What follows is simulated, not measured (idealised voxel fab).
Proc. module: voxel gate over fins
Xsec cut, 225 nm wide, square cell size 5 nm.
Think of the cross-section as a grid of square cells. We describe it in bands, top to bottom, and each band covers one or more rows of those cells. The band entry comprises the height of the band's top followed by the height of its bottom, expressed in nm, and subsequently the band's materials from left to right, each stated together with its width in nm. Where a single material is marked with the word "all across", that material fills the band from edge to edge. The word "empty" represents empty space. Note: height 0 marks the level under which the wafer is uniformly one material as received. Lowest band unbounded below, written "0..down". A two-number width, for instance "30->40", indicates that the width is equal to the first number in the top row of the band and to the second number in the bottom row, and that it changes by a constant amount per row of cells. Take "everything unchanged" at face value: in the step it is given for, the cross-section changed in none of its cells. Closed empty spaces (no open way to the top) of 8 cells or more are what "Entrapped voids" lists, each as width x height at distance from the left edge, nm for all three. Whatever follows a step's settings on its line is a remark the simulator itself makes about that step. Regarding "overlay nm": on a step with a mask, it is the distance the mask lay to the right of its planned place; a negative value places it to the left.

-- Planned step list for the process
step 1: RECEIVE (material Si)
step 2: CONFORMAL_DEP (material SiN; thk nm 10)
step 3: MASKED_ETCH (tone cover; mask id FINS; width nm 15; pitch nm 60; etch materials SiN; depth nm 10; overlay nm 0)
step 4: MASKED_ETCH (tone cover; mask id FINS; width nm 15; pitch nm 60; etch materials Si; depth nm 40; overlay nm 0)
step 5: OXIDIZE (depth nm 5)
step 6: FILL_DEP (material SiO2; thk nm 10)
step 7: CMP (height nm 10)
step 8: MASKED_ETCH (tone open; mask id RAIL; width nm 15; etch materials SiO2; depth nm 45; overlay nm 0)
step 9: CONFORMAL_DEP (material TiN; thk nm 5)
step 10: FILL_DEP (material W; thk nm 10)
step 11: CMP (height nm 10)
step 12: SELECTIVE_ETCH (etch materials W Ru TiN; depth nm 30)
step 13: FILL_DEP (material SiO2; thk nm 5)
step 14: CMP (height nm 10)
step 15: SELECTIVE_ETCH (etch materials SiO2; depth nm 20)
step 16: STRIP (etch materials SiN)
step 17: CONFORMAL_DEP (material HfO2; thk nm 5)
step 18: CONFORMAL_DEP (material TiN; thk nm 5)
step 19: FILL_DEP (material W; thk nm 15)
step 20: CMP (height nm 20)
step 21: CONFORMAL_DEP (material SiCN; thk nm 5)

-- So, the first of our two wafers, run just as we planned it

-- Cross-section of the wafer at receipt, which is the condition after step 1
* 0..down = Si all across
* Entrapped voids: none

-- The wafer, seen in cross-section, after step 2
* 10..0 = SiN all across
* All layers under 0 are left as they were.

-- The wafer, seen in cross-section, after step 3
* 10..0 = 45 empty  15 SiN  45 empty  15 SiN  45 empty  15 SiN  45 empty
* All layers under 0 are left as they were.

-- The wafer, seen in cross-section, after step 4
* 10..0 = 45 empty  15 SiN  45 empty  15 SiN  45 empty  15 SiN  45 empty
* 0..-40 = 45 empty  15 Si  45 empty  15 Si  45 empty  15 Si  45 empty
* All layers under -40 are left as they were.

-- The wafer, seen in cross-section, after step 5
* 10..0 = 45 empty  15 SiN  45 empty  15 SiN  45 empty  15 SiN  45 empty
* 0..-40 = 45 empty  5 SiO2  5 Si  5 SiO2  45 empty  5 SiO2  5 Si  5 SiO2  45 empty  5 SiO2  5 Si  5 SiO2  45 empty
* -40..-45 = 50 SiO2  5 Si  55 SiO2  5 Si  55 SiO2  5 Si  50 SiO2
* All layers under -45 are left as they were.

-- The wafer, seen in cross-section, after step 6
* 20..10 = SiO2 all across
* 10..0 = 45 SiO2  15 SiN  45 SiO2  15 SiN  45 SiO2  15 SiN  45 SiO2
* 0..-45 = 50 SiO2  5 Si  55 SiO2  5 Si  55 SiO2  5 Si  50 SiO2
* All layers under -45 are left as they were.

-- The wafer, seen in cross-section, after step 7
* 10..0 = 45 SiO2  15 SiN  45 SiO2  15 SiN  45 SiO2  15 SiN  45 SiO2
* All layers under 0 are left as they were.

-- The wafer, seen in cross-section, after step 8
* 10..0 = 45 SiO2  15 SiN  15 SiO2  15 empty  15 SiO2  15 SiN  45 SiO2  15 SiN  45 SiO2
* 0..-35 = 50 SiO2  5 Si  20 SiO2  15 empty  20 SiO2  5 Si  55 SiO2  5 Si  50 SiO2
* All layers under -35 are left as they were.

-- The wafer, seen in cross-section, after step 9
* 15..10 = 80 TiN  5 empty  140 TiN
* 10..0 = 45 SiO2  15 SiN  15 SiO2  5 TiN  5 empty  5 TiN  15 SiO2  15 SiN  45 SiO2  15 SiN  45 SiO2
* 0..-30 = 50 SiO2  5 Si  20 SiO2  5 TiN  5 empty  5 TiN  20 SiO2  5 Si  55 SiO2  5 Si  50 SiO2
* -30..-35 = 50 SiO2  5 Si  20 SiO2  15 TiN  20 SiO2  5 Si  55 SiO2  5 Si  50 SiO2
* All layers under -35 are left as they were.

-- The wafer, seen in cross-section, after step 10
* 25..15 = W all across
* 15..10 = 80 TiN  5 W  140 TiN
* 10..0 = 45 SiO2  15 SiN  15 SiO2  5 TiN  5 W  5 TiN  15 SiO2  15 SiN  45 SiO2  15 SiN  45 SiO2
* 0..-30 = 50 SiO2  5 Si  20 SiO2  5 TiN  5 W  5 TiN  20 SiO2  5 Si  55 SiO2  5 Si  50 SiO2
* All layers under -30 are left as they were.

-- The wafer, seen in cross-section, after step 11
* 10..0 = 45 SiO2  15 SiN  15 SiO2  5 TiN  5 W  5 TiN  15 SiO2  15 SiN  45 SiO2  15 SiN  45 SiO2
* All layers under 0 are left as they were.

-- The wafer, seen in cross-section, after step 12
* 10..0 = 45 SiO2  15 SiN  15 SiO2  15 empty  15 SiO2  15 SiN  45 SiO2  15 SiN  45 SiO2
* 0..-20 = 50 SiO2  5 Si  20 SiO2  15 empty  20 SiO2  5 Si  55 SiO2  5 Si  50 SiO2
* All layers under -20 are left as they were.

-- The wafer, seen in cross-section, after step 13
* 15..10 = SiO2 all across
* 10..0 = 45 SiO2  15 SiN  45 SiO2  15 SiN  45 SiO2  15 SiN  45 SiO2
* 0..-20 = 50 SiO2  5 Si  55 SiO2  5 Si  55 SiO2  5 Si  50 SiO2
* All layers under -20 are left as they were.

-- The wafer, seen in cross-section, after step 14
* 10..0 = 45 SiO2  15 SiN  45 SiO2  15 SiN  45 SiO2  15 SiN  45 SiO2
* All layers under 0 are left as they were.

-- The wafer, seen in cross-section, after step 15
* 10..0 = 45 empty  15 SiN  45 empty  15 SiN  45 empty  15 SiN  45 empty
* 0..-10 = 50 empty  5 Si  55 empty  5 Si  55 empty  5 Si  50 empty
* All layers under -10 are left as they were.

-- The wafer, seen in cross-section, after step 16
* 0..-10 = 50 empty  5 Si  55 empty  5 Si  55 empty  5 Si  50 empty
* All layers under -10 are left as they were.

-- The wafer, seen in cross-section, after step 17
* 5..0 = 45 empty  15 HfO2  45 empty  15 HfO2  45 empty  15 HfO2  45 empty
* 0..-5 = 45 empty  5 HfO2  5 Si  5 HfO2  45 empty  5 HfO2  5 Si  5 HfO2  45 empty  5 HfO2  5 Si  5 HfO2  45 empty
* -5..-10 = 50 HfO2  5 Si  55 HfO2  5 Si  55 HfO2  5 Si  50 HfO2
* All layers under -10 are left as they were.

-- The wafer, seen in cross-section, after step 18
* 10..5 = 40 empty  25 TiN  35 empty  25 TiN  35 empty  25 TiN  40 empty
* 5..0 = 40 empty  5 TiN  15 HfO2  5 TiN  35 empty  5 TiN  15 HfO2  5 TiN  35 empty  5 TiN  15 HfO2  5 TiN  40 empty
* 0..-5 = 45 TiN  5 HfO2  5 Si  5 HfO2  45 TiN  5 HfO2  5 Si  5 HfO2  45 TiN  5 HfO2  5 Si  5 HfO2  45 TiN
* All layers under -5 are left as they were.

-- The wafer, seen in cross-section, after step 19
* 25..10 = W all across
* 10..5 = 40 W  25 TiN  35 W  25 TiN  35 W  25 TiN  40 W
* 5..0 = 40 W  5 TiN  15 HfO2  5 TiN  35 W  5 TiN  15 HfO2  5 TiN  35 W  5 TiN  15 HfO2  5 TiN  40 W
* All layers under 0 are left as they were.

-- The wafer, seen in cross-section, after step 20
* 20..10 = W all across
* All layers under 10 are left as they were.

-- The wafer, seen in cross-section, after step 21
* 25..20 = SiCN all across
* All layers under 20 are left as they were.

-- Companion wafer, the second of two: same beginning, same intended sequence, one mistake in carrying it out; through step 3 inclusive it tracks the first exactly

-- Cross-sectional view of the second wafer at the intended end time of process step 4
* 10..0 = 45 empty  15 SiN  45 empty  15 SiN  45 empty  15 SiN  45 empty
* 0..-40 = 40 empty  25 Si  35 empty  25 Si  35 empty  25 Si  40 empty
* All layers under -40 are left as they were.

-- Cross-sectional view of the second wafer at the intended end time of process step 5
* 10..0 = 45 empty  15 SiN  45 empty  15 SiN  45 empty  15 SiN  45 empty
* 0..-5 = 40 empty  10 SiO2  5 Si  10 SiO2  35 empty  10 SiO2  5 Si  10 SiO2  35 empty  10 SiO2  5 Si  10 SiO2  40 empty
* -5..-40 = 40 empty  5 SiO2  15 Si  5 SiO2  35 empty  5 SiO2  15 Si  5 SiO2  35 empty  5 SiO2  15 Si  5 SiO2  40 empty
* -40..-45 = 45 SiO2  15 Si  45 SiO2  15 Si  45 SiO2  15 Si  45 SiO2
* All layers under -45 are left as they were.

-- Cross-sectional view of the second wafer at the intended end time of process step 6
* 20..10 = SiO2 all across
* 10..0 = 45 SiO2  15 SiN  45 SiO2  15 SiN  45 SiO2  15 SiN  45 SiO2
* 0..-5 = 50 SiO2  5 Si  55 SiO2  5 Si  55 SiO2  5 Si  50 SiO2
* -5..-45 = 45 SiO2  15 Si  45 SiO2  15 Si  45 SiO2  15 Si  45 SiO2
* All layers under -45 are left as they were.

-- Cross-sectional view of the second wafer at the intended end time of process step 7
* 10..0 = 45 SiO2  15 SiN  45 SiO2  15 SiN  45 SiO2  15 SiN  45 SiO2
* All layers under 0 are left as they were.

-- Cross-sectional view of the second wafer at the intended end time of process step 8
* 10..0 = 45 SiO2  15 SiN  15 SiO2  15 empty  15 SiO2  15 SiN  45 SiO2  15 SiN  45 SiO2
* 0..-5 = 50 SiO2  5 Si  20 SiO2  15 empty  20 SiO2  5 Si  55 SiO2  5 Si  50 SiO2
* -5..-35 = 45 SiO2  15 Si  15 SiO2  15 empty  15 SiO2  15 Si  45 SiO2  15 Si  45 SiO2
* All layers under -35 are left as they were.

-- Cross-sectional view of the second wafer at the intended end time of process step 9
* 15..10 = 80 TiN  5 empty  140 TiN
* 10..0 = 45 SiO2  15 SiN  15 SiO2  5 TiN  5 empty  5 TiN  15 SiO2  15 SiN  45 SiO2  15 SiN  45 SiO2
* 0..-5 = 50 SiO2  5 Si  20 SiO2  5 TiN  5 empty  5 TiN  20 SiO2  5 Si  55 SiO2  5 Si  50 SiO2
* -5..-30 = 45 SiO2  15 Si  15 SiO2  5 TiN  5 empty  5 TiN  15 SiO2  15 Si  45 SiO2  15 Si  45 SiO2
* -30..-35 = 45 SiO2  15 Si  15 SiO2  15 TiN  15 SiO2  15 Si  45 SiO2  15 Si  45 SiO2
* All layers under -35 are left as they were.

-- Cross-sectional view of the second wafer at the intended end time of process step 10
* 25..15 = W all across
* 15..10 = 80 TiN  5 W  140 TiN
* 10..0 = 45 SiO2  15 SiN  15 SiO2  5 TiN  5 W  5 TiN  15 SiO2  15 SiN  45 SiO2  15 SiN  45 SiO2
* 0..-5 = 50 SiO2  5 Si  20 SiO2  5 TiN  5 W  5 TiN  20 SiO2  5 Si  55 SiO2  5 Si  50 SiO2
* -5..-30 = 45 SiO2  15 Si  15 SiO2  5 TiN  5 W  5 TiN  15 SiO2  15 Si  45 SiO2  15 Si  45 SiO2
* All layers under -30 are left as they were.

-- Cross-sectional view of the second wafer at the intended end time of process step 11
* 10..0 = 45 SiO2  15 SiN  15 SiO2  5 TiN  5 W  5 TiN  15 SiO2  15 SiN  45 SiO2  15 SiN  45 SiO2
* All layers under 0 are left as they were.

-- Cross-sectional view of the second wafer at the intended end time of process step 12
* 10..0 = 45 SiO2  15 SiN  15 SiO2  15 empty  15 SiO2  15 SiN  45 SiO2  15 SiN  45 SiO2
* 0..-5 = 50 SiO2  5 Si  20 SiO2  15 empty  20 SiO2  5 Si  55 SiO2  5 Si  50 SiO2
* -5..-20 = 45 SiO2  15 Si  15 SiO2  15 empty  15 SiO2  15 Si  45 SiO2  15 Si  45 SiO2
* All layers under -20 are left as they were.

-- Cross-sectional view of the second wafer at the intended end time of process step 13
* 15..10 = SiO2 all across
* 10..0 = 45 SiO2  15 SiN  45 SiO2  15 SiN  45 SiO2  15 SiN  45 SiO2
* 0..-5 = 50 SiO2  5 Si  55 SiO2  5 Si  55 SiO2  5 Si  50 SiO2
* -5..-20 = 45 SiO2  15 Si  45 SiO2  15 Si  45 SiO2  15 Si  45 SiO2
* All layers under -20 are left as they were.

-- Cross-sectional view of the second wafer at the intended end time of process step 14
* 10..0 = 45 SiO2  15 SiN  45 SiO2  15 SiN  45 SiO2  15 SiN  45 SiO2
* All layers under 0 are left as they were.

-- Cross-sectional view of the second wafer at the intended end time of process step 15
* 10..0 = 45 empty  15 SiN  45 empty  15 SiN  45 empty  15 SiN  45 empty
* 0..-10 = 50->45 empty  5->15 Si  55->45 empty  5->15 Si  55->45 empty  5->15 Si  50->45 empty
* All layers under -10 are left as they were.

-- Cross-sectional view of the second wafer at the intended end time of process step 16
* 0..-10 = 50->45 empty  5->15 Si  55->45 empty  5->15 Si  55->45 empty  5->15 Si  50->45 empty
* All layers under -10 are left as they were.

-- Cross-sectional view of the second wafer at the intended end time of process step 17
* 5..0 = 45 empty  15 HfO2  45 empty  15 HfO2  45 empty  15 HfO2  45 empty
* 0..-5 = 40 empty  10 HfO2  5 Si  10 HfO2  35 empty  10 HfO2  5 Si  10 HfO2  35 empty  10 HfO2  5 Si  10 HfO2  40 empty
* -5..-10 = 45 HfO2  15 Si  45 HfO2  15 Si  45 HfO2  15 Si  45 HfO2
* All layers under -10 are left as they were.

-- Cross-sectional view of the second wafer at the intended end time of process step 18
* 10..5 = 40 empty  25 TiN  35 empty  25 TiN  35 empty  25 TiN  40 empty
* 5..0 = 35 empty  10 TiN  15 HfO2  10 TiN  25 empty  10 TiN  15 HfO2  10 TiN  25 empty  10 TiN  15 HfO2  10 TiN  35 empty
* 0..-5 = 40 TiN  10 HfO2  5 Si  10 HfO2  35 TiN  10 HfO2  5 Si  10 HfO2  35 TiN  10 HfO2  5 Si  10 HfO2  40 TiN
* All layers under -5 are left as they were.

-- Cross-sectional view of the second wafer at the intended end time of process step 19
* 25..10 = W all across
* 10..5 = 40 W  25 TiN  35 W  25 TiN  35 W  25 TiN  40 W
* 5..0 = 35 W  10 TiN  15 HfO2  10 TiN  25 W  10 TiN  15 HfO2  10 TiN  25 W  10 TiN  15 HfO2  10 TiN  35 W
* All layers under 0 are left as they were.

-- Cross-sectional view of the second wafer at the intended end time of process step 20
* 20..10 = W all across
* All layers under 10 are left as they were.

-- Cross-sectional view of the second wafer at the intended end time of process step 21
* 25..20 = SiCN all across
* All layers under 20 are left as they were.
Run error: step 4 ran with different settings than intended, the actual operation and settings being MASKED_ETCH (tone cover; mask id FINS; width nm 25; pitch nm 60; etch materials Si; depth nm 40; overlay nm 0)
The second wafer ends with more or fewer cells of some materials than the first, per final count: Si: 48 more, SiO2: 42 fewer, W: 6 fewer
